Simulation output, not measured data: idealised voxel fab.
Process module, titled voxel self aligned contacts
Pictured: cross-section cut, 215 nm wide, on a grid of 5 nm square cells.
Each cross-section below is a grid of square cells, stated as bands in top-down order, with one or more rows of cells making up each band.
First you get the band's top height and its bottom height, in nm, and then the materials it's made of, left to right, with each width in nm. If you see a single material with "everywhere", that one covers the band edge to edge. "air" is empty space.
All heights in this document are referenced to 0, defined as the level beneath which the wafer, as received, consists entirely of one material. The lowest band is not bounded below; it extends indefinitely downward and is written in the form "0 nm and below".
With a width like "30 to 40", each row of cells in the band differs from the next by the same amount, the top row carrying the first number and the bottom row the second.
Any step labelled "remained the same" changed none of the cells in the cross-section.
In "Voids lacking openings" the enclosed voids are listed, meaning empty spaces of 8 cells or larger without any opening to the top. The form is width x height at distance, distance from the left edge, units nm.
Note: text after step settings on the step line = simulator remark on that step.
"overlay nm" on a masked step: distance the mask lay right of its planned place, negative for left.

# Steps in the process plan
1) RECEIVE with material Si
2) OXIDIZE with depth nm 5
3) DIRECTIONAL_DEP with material polySi, thk nm 30
4) DIRECTIONAL_DEP with material SiN, thk nm 20
5) DIRECTIONAL_DEP with material aC, thk nm 10
6) PATTERN with tone cover, mask id GATE, material resist, width nm 25, pitch nm 60, thk nm 25, overlay nm 0
7) DIRECTIONAL_ETCH with etch materials aC, depth nm 10
8) STRIP with etch materials resist
9) DIRECTIONAL_ETCH with etch materials SiN, depth nm 20
10) DIRECTIONAL_ETCH with etch materials polySi, depth nm 30
11) STRIP with etch materials aC
12) CONFORMAL_DEP with material SiN, thk nm 5
13) DIRECTIONAL_ETCH with etch materials SiN, depth nm 5
14) FILL_DEP with material SiO2, thk nm 10
15) CMP with height nm 55
16) PATTERN with tone open, mask id CONTACT, material resist, width nm 45, thk nm 15, overlay nm 0
17) DIRECTIONAL_ETCH with etch materials SiO2, depth nm 60
18) STRIP with etch materials resist
19) CONFORMAL_DEP with material TiN, thk nm 5
20) FILL_DEP with material Ru, thk nm 10
21) CMP with height nm 55
22) CONFORMAL_DEP with material SiN, thk nm 5

# Cross-section: wafer on arrival = after step 1
	0 nm and below  Si everywhere
	Voids lacking openings: none

# Wafer cross-section at end of module: start and plan as shown above, one execution error
	70 nm to 55 nm  SiN everywhere
	55 nm to 50 nm  SiO2=85  TiN=15  Ru=15  TiN=15  SiO2=85
	50 nm to 30 nm  SiO2=60  SiN=35  TiN=5  Ru=15  TiN=5  SiN=35  SiO2=60
	30 nm to 0 nm  SiO2=60  SiN=5  polySi=25  SiN=5  TiN=5  Ru=15  TiN=5  SiN=5  polySi=25  SiN=5  SiO2=60
	0 nm to -5 nm  SiO2=95  TiN=25  SiO2=95
	-5 nm and below  Si everywhere
	Voids lacking openings: none
What went wrong in running the wafer? step 22 ran differently from the plan; actual operation with settings: CONFORMAL_DEP with material SiN, thk nm 15
